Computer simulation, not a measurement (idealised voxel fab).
A process module follows: voxel capacitor over wiring.
The cross-section on display is named cut; it measures 190 nm wide, and its cells are 5 nm squares.
Cross-section format: a grid of square cells, given as bands from top to bottom; each band is one or more rows of cells. This entry defines a band. It first specifies the height of the band's top and the height of its bottom in nm, and then specifies the band's materials from left to right, stating each material with its width in nm. The word "all across" identifies a single material that fills the band from edge to edge, while the word "empty" identifies empty space. Zero point of the height axis is 0; under it, received wafer = one material. Lowest band: continues down indefinitely, "0..down". The two numbers in a width such as "30..40" mark its ends across the band: the first belongs to the top row of cells, the second to the bottom row, and from each row to the next the width moves by the same amount. The designation "nothing got changed", where it is given for a processing step, indicates that no cell of the cross-section was altered in the course of that step. "Closed void table" means: voids of 8 cells or more that are shut off from the top with no open way through. Written width x height at distance, distance from the left edge, in nm. Note: text after step settings on the step line = simulator remark on that step. overlay nm, on a step with a mask: how far to the right of its planned place the mask lay; to the left if negative.

# plan
1: RECEIVE [material Si]
2: CONFORMAL_DEP [material SiO2] [thk nm 10]
3: CONFORMAL_DEP [material SiN] [thk nm 5]
4: DIRECTIONAL_DEP [material lowk] [thk nm 25]
5: PATTERN [tone open] [mask id METAL_1] [material resist] [width nm 30] [pitch nm 80] [thk nm 20] [overlay nm 0]
6: DIRECTIONAL_ETCH [etch materials lowk] [depth nm 25]
7: DIRECTIONAL_ETCH [etch materials SiN] [depth nm 5]
8: STRIP [etch materials resist]
9: CONFORMAL_DEP [material TiN] [thk nm 5]
10: FILL_DEP [material Cu] [thk nm 5]
11: CMP [height nm 40]
12: CONFORMAL_DEP [material SiCN] [thk nm 5]
13: DIRECTIONAL_DEP [material lowk] [thk nm 10]
14: MASKED_ETCH [tone open] [mask id PLUG_1] [width nm 15] [etch materials lowk] [depth nm 10] [overlay nm 0]
15: MASKED_ETCH [tone open] [mask id PLUG_1] [width nm 15] [etch materials SiCN] [depth nm 5] [overlay nm 0]
16: CONFORMAL_DEP [material TiN] [thk nm 5]
17: FILL_DEP [material Ru] [thk nm 10]
18: CMP [height nm 55]
19: DIRECTIONAL_DEP [material TiN] [thk nm 5]
20: DIRECTIONAL_DEP [material SiN] [thk nm 5]
21: DIRECTIONAL_DEP [material TiN] [thk nm 10]
22: MASKED_ETCH [tone cover] [mask id UPPER_PLATE] [width nm 55] [etch materials TiN] [depth nm 5] [overlay nm 0]
23: MASKED_ETCH [tone cover] [mask id UPPER_PLATE] [width nm 55] [etch materials SiN] [depth nm 5] [overlay nm 0]
24: MASKED_ETCH [tone cover] [mask id LOWER_PLATE] [width nm 65] [etch materials TiN] [depth nm 5] [overlay nm 0]
25: FILL_DEP [material SiO2] [thk nm 15]
26: CMP [height nm 85]
27: MASKED_ETCH [tone open] [mask id PLUG_2] [width nm 15] [etch materials SiO2] [depth nm 10] [overlay nm 0]
28: CONFORMAL_DEP [material TiN] [thk nm 5]
29: FILL_DEP [material Ru] [thk nm 10]
30: CMP [height nm 85]
31: CONFORMAL_DEP [material SiN] [thk nm 5]
Variable across wafers: step 22 depth nm (plan value is that of the first wafer; starting state common to all).

# Cross-sectional view of the first of several wafers in the as-received condition, corresponding to the state following step 1
- 0..down: Si all across
- Closed void table: none

# Where each wafer stands at the end of the module, a row apiece: cells of each material gained (+) or lost (-) since it was received, then closed voids
depth nm 5, +40 Cu, +3 Ru, +35 SiCN, +102 SiN, +198 SiO2, +106 TiN, +200 lowk, Closed void table: none
depth nm 10, +40 Cu, +3 Ru, +35 SiCN, +75 SiN, +252 SiO2, +79 TiN, +200 lowk, Closed void table: none
depth nm 15, +40 Cu, +3 Ru, +35 SiCN, +75 SiN, +252 SiO2, +79 TiN, +200 lowk, Closed void table: none
depth nm 20, +40 Cu, +3 Ru, +35 SiCN, +75 SiN, +252 SiO2, +79 TiN, +200 lowk, Closed void table: none
depth nm 25, +40 Cu, +3 Ru, +35 SiCN, +75 SiN, +252 SiO2, +79 TiN, +200 lowk, Closed void table: none
